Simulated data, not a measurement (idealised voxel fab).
The process module that follows is named voxel wiring stack.
Displayed cross-section: cut, width of 240 nm, square cells sized 5 nm.
Cross-section spec: square-cell grid; bands listed top down; each band is one or more rows. In this notation a band is specified by the heights of its top and bottom, in that order and in nm, after which its materials appear from left to right, each paired with its width in nm. The word "throughout" attached to a single material means that material fills the band from edge to edge; the word "empty" stands for empty space. A quick word on heights: they are counted from 0, and under that level the wafer as it came to us is one material throughout. The lowest band is different from the rest in having no bottom; it simply continues downward, written as in "z 0 and below". Think of "30 to 40" as a width that walks from the first number to the second as you go down the band, top row to bottom row, taking equal-sized steps from row to row. Take "no change" at face value: in the step it is given for, the cross-section changed in none of its cells. For the entry "Enclosed void listing", the listed items are empty spaces with no open way to the top whose size is 8 cells or more; each item follows the pattern width x height at distance, where distance is from the left edge and all three are in nm. It should be noted that, on the line of a given step, the content following the step's settings is a remark produced by the simulator itself with respect to that step. If you see "overlay nm" on a step's line and that step has a mask, it's telling you how far right of where it was planned the mask ended up; a negative number means it went left instead.
Here's what the planned process steps look like:
| 1 | RECEIVE, material Si |
| 2 | CONFORMAL_DEP, material SiO2, thk nm 10 |
| 3 | DIRECTIONAL_DEP, material TiN, thk nm 5 |
| 4 | DIRECTIONAL_DEP, material W, thk nm 25 |
| 5 | MASKED_ETCH, tone cover, mask id METAL_1, width nm 20, pitch nm 40, etch materials W, depth nm 25, overlay nm 0 |
| 6 | MASKED_ETCH, tone cover, mask id METAL_1, width nm 15, pitch nm 40, etch materials TiN, depth nm 5, overlay nm 0 |
| 7 | FILL_DEP, material lowk, thk nm 5 |
| 8 | CMP, height nm 40 |
| 9 | CONFORMAL_DEP, material SiCN, thk nm 5 |
| 10 | DIRECTIONAL_DEP, material lowk, thk nm 10 |
| 11 | MASKED_ETCH, tone open, mask id PLUG_1, width nm 15, pitch nm 40, etch materials lowk, depth nm 10, overlay nm 0 |
| 12 | MASKED_ETCH, tone open, mask id PLUG_1, width nm 15, pitch nm 40, etch materials SiCN, depth nm 5, overlay nm 0 |
| 13 | EPI, material Ru, thk nm 10 |
| 14 | EPI, material Ru, thk nm 5 |
| 15 | CONFORMAL_DEP, material SiCN, thk nm 5 |
| 16 | DIRECTIONAL_DEP, material lowk, thk nm 15 |
| 17 | PATTERN, tone open, mask id METAL_2, material resist, width nm 20, pitch nm 40, thk nm 15, overlay nm 0 |
| 18 | DIRECTIONAL_ETCH, etch materials lowk, depth nm 15 |
| 19 | DIRECTIONAL_ETCH, etch materials SiCN, depth nm 5 |
| 20 | STRIP, etch materials resist |
| 21 | CONFORMAL_DEP, material TiN, thk nm 5 |
| 22 | FILL_DEP, material Cu, thk nm 10 |
| 23 | CMP, height nm 75 |
| 24 | EPI, material Ru, thk nm 5 |
| 25 | FILL_DEP, material SiCN, thk nm 5 |
| 26 | DIRECTIONAL_DEP, material lowk, thk nm 20 |
| 27 | MASKED_ETCH, tone open, mask id PLUG_2, width nm 15, pitch nm 80, etch materials lowk, depth nm 20, overlay nm 0 |
| 28 | MASKED_ETCH, tone open, mask id PLUG_2, width nm 15, pitch nm 80, etch materials SiCN, depth nm 5, overlay nm 0 |
| 29 | EPI, material Ru, thk nm 10 |
| 30 | EPI, material Ru, thk nm 10 |
| 31 | EPI, material Ru, thk nm 5 |
| 32 | CONFORMAL_DEP, material SiCN, thk nm 5 |
| 33 | DIRECTIONAL_DEP, material lowk, thk nm 25 |
| 34 | PATTERN, tone open, mask id METAL_3, material resist, width nm 20, pitch nm 40, thk nm 20, overlay nm 0 |
| 35 | DIRECTIONAL_ETCH, etch materials lowk, depth nm 25 |
| 36 | DIRECTIONAL_ETCH, etch materials SiCN, depth nm 5 |
| 37 | STRIP, etch materials resist |
| 38 | CONFORMAL_DEP, material TiN, thk nm 5 |
| 39 | FILL_DEP, material Ru, thk nm 10 |
| 40 | CMP, height nm 135 |
| 41 | CONFORMAL_DEP, material SiCN, thk nm 5 |
The width nm used in step 6 is not the same on every wafer, whereas the starting condition is; the value printed in the plan is the first wafer's.
The first of several wafers in cross-section, exactly as it reached us after step 1:
    z 0 and below | Si throughout
    Enclosed void listing: none
First of several wafers: cross-section at the end of the module, after step 41, its last step:
    z 140 to 135 | SiCN throughout
    z 135 to 110 | 50 nm lowk, then 5 nm TiN, then 10 nm Ru, then 5 nm TiN, then 20 nm lowk, then 5 nm TiN, then 10 nm Ru, then 5 nm TiN, then 20 nm lowk, then 5 nm TiN, then 10 nm Ru, then 5 nm TiN, then 20 nm lowk, then 5 nm TiN, then 10 nm Ru, then 5 nm TiN, then 50 nm lowk
    z 110 to 105 | 50 nm SiCN, then 20 nm TiN, then 20 nm SiCN, then 20 nm TiN, then 20 nm SiCN, then 20 nm TiN, then 20 nm SiCN, then 20 nm TiN, then 50 nm SiCN
    z 105 to 85 | 50 nm lowk, then 15 nm Ru, then 65 nm lowk, then 15 nm Ru, then 95 nm lowk
    z 85 to 80 | 50 nm SiCN, then 15 nm Ru, then 65 nm SiCN, then 15 nm Ru, then 95 nm SiCN
    z 80 to 75 | 45 nm SiCN, then 30 nm Ru, then 10 nm SiCN, then 30 nm Ru, then 10 nm SiCN, then 30 nm Ru, then 10 nm SiCN, then 30 nm Ru, then 45 nm SiCN
    z 75 to 60 | 50 nm lowk, then 5 nm TiN, then 10 nm Cu, then 5 nm TiN, then 20 nm lowk, then 5 nm TiN, then 10 nm Cu, then 5 nm TiN, then 20 nm lowk, then 5 nm TiN, then 10 nm Cu, then 5 nm TiN, then 20 nm lowk, then 5 nm TiN, then 10 nm Cu, then 5 nm TiN, then 50 nm lowk
    z 60 to 55 | 50 nm SiCN, then 20 nm TiN, then 20 nm SiCN, then 20 nm TiN, then 20 nm SiCN, then 20 nm TiN, then 20 nm SiCN, then 20 nm TiN, then 50 nm SiCN
    z 55 to 45 | 50 nm lowk, then 15 nm Ru, then 25 nm lowk, then 15 nm Ru, then 25 nm lowk, then 15 nm Ru, then 25 nm lowk, then 15 nm Ru, then 55 nm lowk
    z 45 to 40 | 50 nm SiCN, then 15 nm Ru, then 25 nm SiCN, then 15 nm Ru, then 25 nm SiCN, then 15 nm Ru, then 25 nm SiCN, then 15 nm Ru, then 55 nm SiCN
    z 40 to 15 | 50 nm lowk, then 20 nm W, then 20 nm lowk, then 20 nm W, then 20 nm lowk, then 20 nm W, then 20 nm lowk, then 20 nm W, then 50 nm lowk
    z 15 to 10 | 50 nm lowk, then 20 nm TiN, then 20 nm lowk, then 20 nm TiN, then 20 nm lowk, then 20 nm TiN, then 20 nm lowk, then 20 nm TiN, then 50 nm lowk
    z 10 to 0 | SiO2 throughout
    z 0 and below | Si throughout
    Enclosed void listing: none
Last wafer x-sec, end of module:
    z 140 to 135 | SiCN throughout
    z 135 to 110 | 50 nm lowk, then 5 nm TiN, then 10 nm Ru, then 5 nm TiN, then 20 nm lowk, then 5 nm TiN, then 10 nm Ru, then 5 nm TiN, then 20 nm lowk, then 5 nm TiN, then 10 nm Ru, then 5 nm TiN, then 20 nm lowk, then 5 nm TiN, then 10 nm Ru, then 5 nm TiN, then 50 nm lowk
    z 110 to 105 | 50 nm SiCN, then 20 nm TiN, then 20 nm SiCN, then 20 nm TiN, then 20 nm SiCN, then 20 nm TiN, then 20 nm SiCN, then 20 nm TiN, then 50 nm SiCN
    z 105 to 85 | 50 nm lowk, then 15 nm Ru, then 65 nm lowk, then 15 nm Ru, then 95 nm lowk
    z 85 to 80 | 50 nm SiCN, then 15 nm Ru, then 65 nm SiCN, then 15 nm Ru, then 95 nm SiCN
    z 80 to 75 | 45 nm SiCN, then 30 nm Ru, then 10 nm SiCN, then 30 nm Ru, then 10 nm SiCN, then 30 nm Ru, then 10 nm SiCN, then 30 nm Ru, then 45 nm SiCN
    z 75 to 60 | 50 nm lowk, then 5 nm TiN, then 10 nm Cu, then 5 nm TiN, then 20 nm lowk, then 5 nm TiN, then 10 nm Cu, then 5 nm TiN, then 20 nm lowk, then 5 nm TiN, then 10 nm Cu, then 5 nm TiN, then 20 nm lowk, then 5 nm TiN, then 10 nm Cu, then 5 nm TiN, then 50 nm lowk
    z 60 to 55 | 50 nm SiCN, then 20 nm TiN, then 20 nm SiCN, then 20 nm TiN, then 20 nm SiCN, then 20 nm TiN, then 20 nm SiCN, then 20 nm TiN, then 50 nm SiCN
    z 55 to 45 | 50 nm lowk, then 15 nm Ru, then 25 nm lowk, then 15 nm Ru, then 25 nm lowk, then 15 nm Ru, then 25 nm lowk, then 15 nm Ru, then 55 nm lowk
    z 45 to 40 | 50 nm SiCN, then 15 nm Ru, then 25 nm SiCN, then 15 nm Ru, then 25 nm SiCN, then 15 nm Ru, then 25 nm SiCN, then 15 nm Ru, then 55 nm SiCN
    z 40 to 15 | 50 nm lowk, then 20 nm W, then 20 nm lowk, then 20 nm W, then 20 nm lowk, then 20 nm W, then 20 nm lowk, then 20 nm W, then 50 nm lowk
    z 15 to 10 | 50 nm lowk, then 25 nm TiN, then 15 nm lowk, then 25 nm TiN, then 15 nm lowk, then 25 nm TiN, then 15 nm lowk, then 25 nm TiN, then 45 nm lowk
    z 10 to 0 | SiO2 throughout
    z 0 and below | Si throughout
    Enclosed void listing: none
The following table contains a row per wafer, in which are reported, at the conclusion of the module, the cells of each material gained (+) or lost (-) since the wafer's receipt, with its closed voids given thereafter:
width nm 15 | +24 Cu | +130 Ru | +214 SiCN | +96 SiO2 | +112 TiN | +80 W | +688 lowk | Enclosed void listing: none
width nm 20 | +24 Cu | +130 Ru | +214 SiCN | +96 SiO2 | +112 TiN | +80 W | +688 lowk | Enclosed void listing: none
width nm 25 | +24 Cu | +130 Ru | +214 SiCN | +96 SiO2 | +116 TiN | +80 W | +684 lowk | Enclosed void listing: none
